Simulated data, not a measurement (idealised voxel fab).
The process module that follows is named voxel wiring stack.
The cross-section shown here is cut; it is 195 nm wide and divided into square cells measuring 5 nm on a side.
This document writes a cross-section as a grid whose cells are square, and gives it as bands, listed from the top down; one or more rows of cells form a band.
A band entry consists of two parts. The first gives the height of the band's top and the height of its bottom, in nm. The rest lists the band's materials from left to right, each with its width in nm. A single material labelled with the word "throughout" fills the band from edge to edge, and the word "air" marks empty space.
Height 0 is the level under which the wafer as received is all one material. The lowest band goes on downwards, as in "z 0 and below".
Top row gets the first number, bottom row gets the second, and each row in between changes by the same step: that is how a band width like "30->40" works.
You'll sometimes find "nothing was modified" written for a step, and that's the way of saying that nowhere in the cross-section did a cell change during that step.
"Closed voids list" specifies each empty space that is not open to the top and that occupies no fewer than 8 cells, using the form width x height at distance, the distance measured from the left edge and all three quantities in nm.
Step line, after settings: the simulator's comment on this step.
overlay nm: mask right of planned place by this much (step with mask). Neg. = left.
-- Process steps (planned)
step 1: RECEIVE: material Si
step 2: CONFORMAL_DEP: material SiO2, thk nm 10
step 3: CONFORMAL_DEP: material SiCN, thk nm 5
step 4: DIRECTIONAL_DEP: material SiO2, thk nm 15
step 5: PATTERN: tone open, mask id METAL_1, material resist, width nm 25, pitch nm 55, thk nm 15, overlay nm 0
step 6: DIRECTIONAL_ETCH: etch materials SiO2, depth nm 15
step 7: DIRECTIONAL_ETCH: etch materials SiCN, depth nm 5
step 8: STRIP: etch materials resist
step 9: CONFORMAL_DEP: material TiN, thk nm 5
step 10: FILL_DEP: material W, thk nm 5
step 11: CMP: height nm 30
step 12: CONFORMAL_DEP: material SiCN, thk nm 5
step 13: DIRECTIONAL_DEP: material lowk, thk nm 15
step 14: PATTERN: tone open, mask id PLUG_1, material resist, width nm 15, pitch nm 55, thk nm 15, overlay nm 0
step 15: DIRECTIONAL_ETCH: etch materials lowk, depth nm 15
step 16: DIRECTIONAL_ETCH: etch materials SiCN, depth nm 5
step 17: STRIP: etch materials resist
step 18: CONFORMAL_DEP: material TiN, thk nm 5
step 19: FILL_DEP: material Ru, thk nm 10
step 20: CMP: height nm 50
step 21: DIRECTIONAL_DEP: material TiN, thk nm 5
step 22: DIRECTIONAL_DEP: material W, thk nm 15
step 23: DIRECTIONAL_DEP: material aC, thk nm 10
step 24: PATTERN: tone cover, mask id METAL_2, material resist, width nm 25, pitch nm 55, thk nm 25, overlay nm 0
step 25: DIRECTIONAL_ETCH: etch materials aC, depth nm 10
step 26: STRIP: etch materials resist
step 27: DIRECTIONAL_ETCH: etch materials W, depth nm 15
step 28: DIRECTIONAL_ETCH: etch materials TiN, depth nm 5
step 29: STRIP: etch materials aC
step 30: CONFORMAL_DEP: material SiN, thk nm 5
step 31: FILL_DEP: material SiO2, thk nm 5
step 32: CMP: height nm 70
step 33: CONFORMAL_DEP: material SiCN, thk nm 5
step 34: DIRECTIONAL_DEP: material lowk, thk nm 25
step 35: MASKED_ETCH: tone open, mask id METAL_3_HOLES, width nm 15, etch materials lowk, depth nm 25, overlay nm 0
step 36: PATTERN: tone open, mask id METAL_3, material resist, width nm 25, pitch nm 55, thk nm 20, overlay nm 0
step 37: DIRECTIONAL_ETCH: etch materials lowk, depth nm 15
step 38: DIRECTIONAL_ETCH: etch materials SiCN, depth nm 5
step 39: STRIP: etch materials resist
step 40: CONFORMAL_DEP: material TiN, thk nm 5
step 41: FILL_DEP: material Cu, thk nm 10
step 42: CMP: height nm 100
step 43: CONFORMAL_DEP: material SiCN, thk nm 5
-- Cross-section, incoming material, after step 1
* z 0 and below  Si throughout
* Closed voids list: none
-- Looking at the first of two wafers in cross-section at end of module - ran to plan
* z 105 to 100  SiCN throughout
* z 100 to 90  55 of lowk | 5 of TiN | 15 of Cu | 5 of TiN | 30 of lowk | 5 of TiN | 15 of Cu | 5 of TiN | 60 of lowk
* z 90 to 85  55 of lowk | 5 of TiN | 5 of Cu | 15 of TiN | 30 of lowk | 25 of TiN | 60 of lowk
* z 85 to 75  55 of lowk | 5 of TiN | 5 of Cu | 5 of TiN | 125 of lowk
* z 75 to 70  55 of SiCN | 15 of TiN | 125 of SiCN
* z 70 to 55  50 of SiO2 | 5 of SiN | 25 of W | 5 of SiN | 20 of SiO2 | 5 of SiN | 25 of W | 5 of SiN | 55 of SiO2
* z 55 to 50  55 of SiN | 25 of TiN | 30 of SiN | 25 of TiN | 60 of SiN
* z 50 to 35  55 of lowk | 5 of TiN | 5 of Ru | 5 of TiN | 40 of lowk | 5 of TiN | 5 of Ru | 5 of TiN | 70 of lowk
* z 35 to 30  55 of SiCN | 15 of TiN | 40 of SiCN | 15 of TiN | 70 of SiCN
* z 30 to 15  55 of SiO2 | 5 of TiN | 15 of W | 5 of TiN | 30 of SiO2 | 5 of TiN | 15 of W | 5 of TiN | 60 of SiO2
* z 15 to 10  55 of SiCN | 25 of TiN | 30 of SiCN | 25 of TiN | 60 of SiCN
* z 10 to 0  SiO2 throughout
* z 0 and below  Si throughout
* Closed voids list: none
-- Cross-section of the latter of the two wafers at module completion. It had an identical start and an identical plan to the former; in running it, one mistake was made
* z 105 to 100  SiCN throughout
* z 100 to 90  55 of lowk | 5 of TiN | 15 of Cu | 5 of TiN | 30 of lowk | 5 of TiN | 15 of Cu | 5 of TiN | 60 of lowk
* z 90 to 85  55 of lowk | 5 of TiN | 5 of Cu | 15 of TiN | 30 of lowk | 25 of TiN | 60 of lowk
* z 85 to 75  55 of lowk | 5 of TiN | 5 of Cu | 5 of TiN | 125 of lowk
* z 75 to 70  55 of SiCN | 15 of TiN | 125 of SiCN
* z 70 to 55  50 of SiO2 | 5 of SiN | 25 of W | 5 of SiN | 20 of SiO2 | 5 of SiN | 25 of W | 5 of SiN | 55 of SiO2
* z 55 to 50  55 of SiN | 25 of TiN | 30 of SiN | 25 of TiN | 60 of SiN
* z 50 to 35  55 of lowk | 5 of TiN | 5 of Ru | 5 of TiN | 40 of lowk | 5 of TiN | 5 of Ru | 5 of TiN | 70 of lowk
* z 35 to 30  55 of SiCN | 15 of TiN | 40 of SiCN | 15 of TiN | 70 of SiCN
* z 30 to 15  W throughout
* z 15 to 10  SiCN throughout
* z 10 to 0  SiO2 throughout
* z 0 and below  Si throughout
* Closed voids list: none
What was the processing mistake? note that step 4 departed from the planned setting and was carried out as DIRECTIONAL_DEP: material W, thk nm 15
Wrapping up, a cell-based count of both wafers puts the second over or under the first for these materials: 10 more of SiCN, 87 fewer of SiO2, 22 fewer of TiN, 99 more of W
